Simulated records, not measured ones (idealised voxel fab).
process module | voxel transistor to metal
cross-section cut | 265 nm wide | cells 5 nm
A cross-section is a grid of square cells, given in bands from the top down. A band is one or more rows of cells.
Each band's line starts with the height of the band's top and of its bottom, in nm. Then come its materials from left to right, each with its width in nm. One material with "throughout" fills the band from edge to edge. "air" is empty space.
Height 0 is the level under which the wafer as received is all one material. The lowest band goes on downwards, as in "0 down".
A width such as "30 to 40" changes by the same amount from each row of cells to the next, from the band's top row to its bottom row.
"no change" after a step means that no cell of the cross-section changed.
closed voids: empty space of 8 cells or more with no open way to the top, each as width x height at its distance from the left edge, in nm
after a step's settings: what the simulator itself notes on the step
overlay nm, on a step with a mask: how far to the right of its planned place the mask lay; to the left if negative
plan
1 op RECEIVE | material Si
2 op OXIDIZE | depth nm 5
3 op CONFORMAL_DEP | material SiN | thk nm 10
4 op DIRECTIONAL_DEP | material aC | thk nm 15
5 op PATTERN | tone cover | mask id ACTIVE | material resist | width nm 95 | pitch nm 120 | thk nm 30 | overlay nm 0
6 op DIRECTIONAL_ETCH | etch materials aC | depth nm 15
7 op STRIP | etch materials resist
8 op DIRECTIONAL_ETCH | etch materials SiN | depth nm 10
9 op DIRECTIONAL_ETCH | etch materials SiO2 | depth nm 5
10 op DIRECTIONAL_ETCH | etch materials Si | depth nm 25
11 op STRIP | etch materials aC
12 op FILL_DEP | material SiO2 | thk nm 10
13 op CMP | height nm 10
14 op SELECTIVE_ETCH | etch materials SiO2 | depth nm 10
15 op STRIP | etch materials SiN
16 op SELECTIVE_ETCH | etch materials SiO2 | depth nm 5
17 op OXIDIZE | depth nm 5
18 op DIRECTIONAL_DEP | material polySi | thk nm 30
19 op DIRECTIONAL_DEP | material SiCN | thk nm 15
20 op PATTERN | tone cover | mask id GATE | material resist | width nm 25 | pitch nm 120 | thk nm 20 | overlay nm 0
21 op DIRECTIONAL_ETCH | etch materials SiCN | depth nm 25
22 op DIRECTIONAL_ETCH | etch materials polySi | depth nm 40
23 op STRIP | etch materials resist
24 op CONFORMAL_DEP | material SiN | thk nm 10
25 op DIRECTIONAL_ETCH | etch materials SiN | depth nm 10
26 op DIRECTIONAL_ETCH | etch materials SiO2 | depth nm 5
27 op DIRECTIONAL_ETCH | etch materials Si | depth nm 10
28 op EPI | material pSi | thk nm 15
29 op FILL_DEP | material SiO2 | thk nm 10
30 op CMP | height nm 40
31 op DIRECTIONAL_DEP | material SiO2 | thk nm 15
32 op PATTERN | tone open | mask id CONTACT | material resist | width nm 25 | pitch nm 60 | thk nm 15 | overlay nm 0
33 op DIRECTIONAL_ETCH | etch materials SiO2 | depth nm 60
34 op STRIP | etch materials resist
35 op CONFORMAL_DEP | material TiN | thk nm 5
36 op FILL_DEP | material W | thk nm 5
37 op CMP | height nm 55
38 op CONFORMAL_DEP | material SiN | thk nm 5
39 op DIRECTIONAL_DEP | material lowk | thk nm 20
40 op PATTERN | tone open | mask id METAL_1 | material resist | width nm 15 | thk nm 20 | overlay nm 0
41 op DIRECTIONAL_ETCH | etch materials lowk | depth nm 20
42 op DIRECTIONAL_ETCH | etch materials SiN | depth nm 5
43 op STRIP | etch materials resist
44 op CONFORMAL_DEP | material TiN | thk nm 5
45 op FILL_DEP | material W | thk nm 10
46 op CMP | height nm 80
47 op CONFORMAL_DEP | material SiCN | thk nm 5
48 op DIRECTIONAL_DEP | material SiO2 | thk nm 30
49 op MASKED_ETCH | tone open | mask id METAL_2 | width nm 15 | pitch nm 120 | etch materials SiO2 | depth nm 20 | overlay nm 0
50 op DIRECTIONAL_DEP | material aC | thk nm 10
51 op PATTERN | tone open | mask id METAL_2_HOLES | material resist | width nm 15 | pitch nm 120 | thk nm 30 | overlay nm 0
52 op DIRECTIONAL_ETCH | etch materials aC | depth nm 10
53 op STRIP | etch materials resist
54 op DIRECTIONAL_ETCH | etch materials SiO2 | depth nm 10
55 op DIRECTIONAL_ETCH | etch materials SiCN | depth nm 5
56 op STRIP | etch materials aC
57 op CONFORMAL_DEP | material TiN | thk nm 5
58 op FILL_DEP | material Cu | thk nm 10
59 op CMP | height nm 115
60 op CONFORMAL_DEP | material SiN | thk nm 5
as received, after step 1
  0 down: Si throughout
  closed voids: none
first wafer at the end, as planned
  120 to 115: SiN throughout
  115 to 85: SiO2 30 | TiN 5 | Cu 5 | TiN 5 | SiO2 105 | TiN 5 | Cu 5 | TiN 5 | SiO2 100
  85 to 80: SiCN 30 | TiN 15 | SiCN 105 | TiN 15 | SiCN 100
  80 to 60: lowk 30 | TiN 5 | W 5 | TiN 5 | lowk 55 | TiN 5 | W 5 | TiN 5 | lowk 35 | TiN 5 | W 5 | TiN 5 | lowk 55 | TiN 5 | W 5 | TiN 5 | lowk 30
  60 to 55: SiN 30 | TiN 15 | SiN 55 | TiN 15 | SiN 35 | TiN 15 | SiN 55 | TiN 15 | SiN 30
  55 to 45: SiO2 30 | TiN 5 | W 15 | TiN 5 | SiO2 35 | TiN 5 | W 15 | TiN 5 | SiO2 35 | TiN 5 | W 15 | TiN 5 | SiO2 35 | TiN 5 | W 15 | TiN 5 | SiO2 30
  45 to 40: SiO2 30 | TiN 5 | W 10 | TiN 10 | SiO2 35 | TiN 10 | W 10 | TiN 5 | SiO2 35 | TiN 5 | W 10 | TiN 10 | SiO2 35 | TiN 10 | W 10 | TiN 5 | SiO2 30
  40 to 25: SiO2 30 | TiN 5 | W 10 | TiN 5 | SiN 10 | SiCN 25 | SiN 10 | TiN 5 | W 10 | TiN 5 | SiO2 35 | TiN 5 | W 10 | TiN 5 | SiN 10 | SiCN 25 | SiN 10 | TiN 5 | W 10 | TiN 5 | SiO2 30
  25 to 10: SiO2 30 | TiN 5 | W 10 | TiN 5 | SiN 10 | polySi 25 | SiN 10 | TiN 5 | W 10 | TiN 5 | SiO2 35 | TiN 5 | W 10 | TiN 5 | SiN 10 | polySi 25 | SiN 10 | TiN 5 | W 10 | TiN 5 | SiO2 30
  10 to 5: SiO2 30 | TiN 20 | SiN 10 | polySi 25 | SiN 10 | TiN 20 | SiO2 35 | TiN 20 | SiN 10 | polySi 25 | SiN 10 | TiN 20 | SiO2 30
  5 to -5: SiO2 30 | TiN 5 | pSi 15 | SiN 10 | polySi 25 | SiN 10 | pSi 15 | TiN 5 | SiO2 35 | TiN 5 | pSi 15 | SiN 10 | polySi 25 | SiN 10 | pSi 15 | TiN 5 | SiO2 30
  -5 to -10: SiO2 20 | pSi 30 | SiO2 45 | pSi 30 | SiO2 15 | pSi 30 | SiO2 45 | pSi 30 | SiO2 20
  -10 to -20: SiO2 25 | pSi 25 | Si 45 | pSi 25 | SiO2 25 | pSi 25 | Si 45 | pSi 25 | SiO2 25
  -20 to -30: SiO2 25 | Si 95 | SiO2 25 | Si 95 | SiO2 25
  -30 down: Si throughout
  closed voids: none
second wafer at the end: like start, like plan, one mistake
  120 to 115: SiN throughout
  115 to 105: SiO2 30 | TiN 5 to 15 | Cu 15 to 5 | TiN 5 | SiO2 95 | TiN 5 to 15 | Cu 15 to 5 | TiN 5 | SiO2 90
  105 to 100: SiO2 40 | TiN 5 | Cu 5 | TiN 5 | SiO2 105 | TiN 5 | Cu 5 | TiN 5 | SiO2 90
  100 to 95: SiO2 40 | TiN 15 | SiO2 105 | TiN 15 | SiO2 90
  95 to 85: SiO2 40 | TiN 5 | SiO2 115 | TiN 5 | SiO2 100
  85 to 80: SiCN 40 | TiN 5 | SiCN 115 | TiN 5 | SiCN 100
  80 to 60: lowk 30 | TiN 5 | W 5 | TiN 5 | lowk 55 | TiN 5 | W 5 | TiN 5 | lowk 35 | TiN 5 | W 5 | TiN 5 | lowk 55 | TiN 5 | W 5 | TiN 5 | lowk 30
  60 to 55: SiN 30 | TiN 15 | SiN 55 | TiN 15 | SiN 35 | TiN 15 | SiN 55 | TiN 15 | SiN 30
  55 to 45: SiO2 30 | TiN 5 | W 15 | TiN 5 | SiO2 35 | TiN 5 | W 15 | TiN 5 | SiO2 35 | TiN 5 | W 15 | TiN 5 | SiO2 35 | TiN 5 | W 15 | TiN 5 | SiO2 30
  45 to 40: SiO2 30 | TiN 5 | W 10 | TiN 10 | SiO2 35 | TiN 10 | W 10 | TiN 5 | SiO2 35 | TiN 5 | W 10 | TiN 10 | SiO2 35 | TiN 10 | W 10 | TiN 5 | SiO2 30
  40 to 25: SiO2 30 | TiN 5 | W 10 | TiN 5 | SiN 10 | SiCN 25 | SiN 10 | TiN 5 | W 10 | TiN 5 | SiO2 35 | TiN 5 | W 10 | TiN 5 | SiN 10 | SiCN 25 | SiN 10 | TiN 5 | W 10 | TiN 5 | SiO2 30
  25 to 10: SiO2 30 | TiN 5 | W 10 | TiN 5 | SiN 10 | polySi 25 | SiN 10 | TiN 5 | W 10 | TiN 5 | SiO2 35 | TiN 5 | W 10 | TiN 5 | SiN 10 | polySi 25 | SiN 10 | TiN 5 | W 10 | TiN 5 | SiO2 30
  10 to 5: SiO2 30 | TiN 20 | SiN 10 | polySi 25 | SiN 10 | TiN 20 | SiO2 35 | TiN 20 | SiN 10 | polySi 25 | SiN 10 | TiN 20 | SiO2 30
  5 to -5: SiO2 30 | TiN 5 | pSi 15 | SiN 10 | polySi 25 | SiN 10 | pSi 15 | TiN 5 | SiO2 35 | TiN 5 | pSi 15 | SiN 10 | polySi 25 | SiN 10 | pSi 15 | TiN 5 | SiO2 30
  -5 to -10: SiO2 20 | pSi 30 | SiO2 45 | pSi 30 | SiO2 15 | pSi 30 | SiO2 45 | pSi 30 | SiO2 20
  -10 to -20: SiO2 25 | pSi 25 | Si 45 | pSi 25 | SiO2 25 | pSi 25 | Si 45 | pSi 25 | SiO2 25
  -20 to -30: SiO2 25 | Si 95 | SiO2 25 | Si 95 | SiO2 25
  -30 down: Si throughout
  closed voids: none
what went wrong: step 49 ran as: op MASKED_ETCH | tone open | mask id METAL_2 | width nm 15 | pitch nm 120 | etch materials SiO2 | depth nm 20 | overlay nm 10
at the end the second wafer has, in cells: 2 fewer of Cu | 4 more of SiCN | 2 fewer of TiN
